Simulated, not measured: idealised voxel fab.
Process module under the name voxel self aligned vias
Section shown: cut. Width: 245 nm. Cell size: 5 nm, square.
Format of a cross-section: grid, square cells. Given as bands. Order: top down. Band: one or more rows of cells. Top, bottom (nm), then materials left to right with widths (nm); lone material tagged "everywhere" fills the whole band edge to edge; "air" = empty space. Ref level 0: as-received wafer is one material below here. Bottom band extends down with no lower bound ("0 and below"). The width entry "30 to 40" should be interpreted row by row: the top row of cells in the band takes the first number, the bottom row takes the second number, and the change between adjacent rows is uniform throughout. You'll sometimes find "identical to before" written for a step, and that's the way of saying that nowhere in the cross-section did a cell change during that step. Fully closed voids: empty space of 8 cells or more with no open way to the top, each as width x height at its distance from the left edge, in nm. If you see something after the settings on a step's line, that's the simulator's own remark about that step. "overlay nm", when on a step's line for a step with a mask, measures how far to the right of its planned place the mask lay; a negative measure means to the left.

These are the steps we planned for the process:
1 RECEIVE,material Si
2 CONFORMAL_DEP,material SiO2,thk nm 10
3 CONFORMAL_DEP,material SiCN,thk nm 5
4 DIRECTIONAL_DEP,material lowk,thk nm 25
5 MASKED_ETCH,tone open,mask id LINES,width nm 25,pitch nm 75,etch materials lowk,depth nm 25,overlay nm 0
6 CONFORMAL_DEP,material TiN,thk nm 5
7 FILL_DEP,material Ru,thk nm 10
8 CMP,height nm 40
9 SELECTIVE_ETCH,etch materials W Ru TiN,depth nm 5
10 FILL_DEP,material SiN,thk nm 5
11 CMP,height nm 40
12 DIRECTIONAL_DEP,material lowk,thk nm 15
13 DIRECTIONAL_DEP,material aC,thk nm 10
14 PATTERN,tone open,mask id VIAS,material resist,width nm 45,thk nm 25,overlay nm 0
15 DIRECTIONAL_ETCH,etch materials aC,depth nm 10
16 STRIP,etch materials resist
17 DIRECTIONAL_ETCH,etch materials lowk,depth nm 15
18 DIRECTIONAL_ETCH,etch materials SiN,depth nm 5
19 STRIP,etch materials aC
20 CONFORMAL_DEP,material TiN,thk nm 5
21 FILL_DEP,material Ru,thk nm 10
22 CMP,height nm 45
23 CONFORMAL_DEP,material SiCN,thk nm 5
Among the wafers covered here, the point of difference is the height nm at step 22; their starting state is shared, and the plan presents the value of the first wafer.

As received, i.e. after step 1: cross-section through the first of several wafers:
  0 and below | Si everywhere
  Fully closed voids: none

Where each wafer stands at the end of the module, a row apiece: cells of each material gained (+) or lost (-) since it was received, then closed voids:
height nm 45 | +21 Ru | +98 SiCN | +5 SiN | +98 SiO2 | +33 TiN | +235 lowk | Fully closed voids: none
height nm 50 | +28 Ru | +98 SiCN | +5 SiN | +98 SiO2 | +35 TiN | +275 lowk | Fully closed voids: none
height nm 55 | +35 Ru | +98 SiCN | +5 SiN | +98 SiO2 | +37 TiN | +315 lowk | Fully closed voids: none
height nm 60 | +42 Ru | +98 SiCN | +5 SiN | +98 SiO2 | +79 TiN | +315 lowk | Fully closed voids: none
height nm 65 | +91 Ru | +98 SiCN | +5 SiN | +98 SiO2 | +79 TiN | +315 lowk | Fully closed voids: none
height nm 70 | +140 Ru | +98 SiCN | +5 SiN | +98 SiO2 | +79 TiN | +315 lowk | Fully closed voids: none
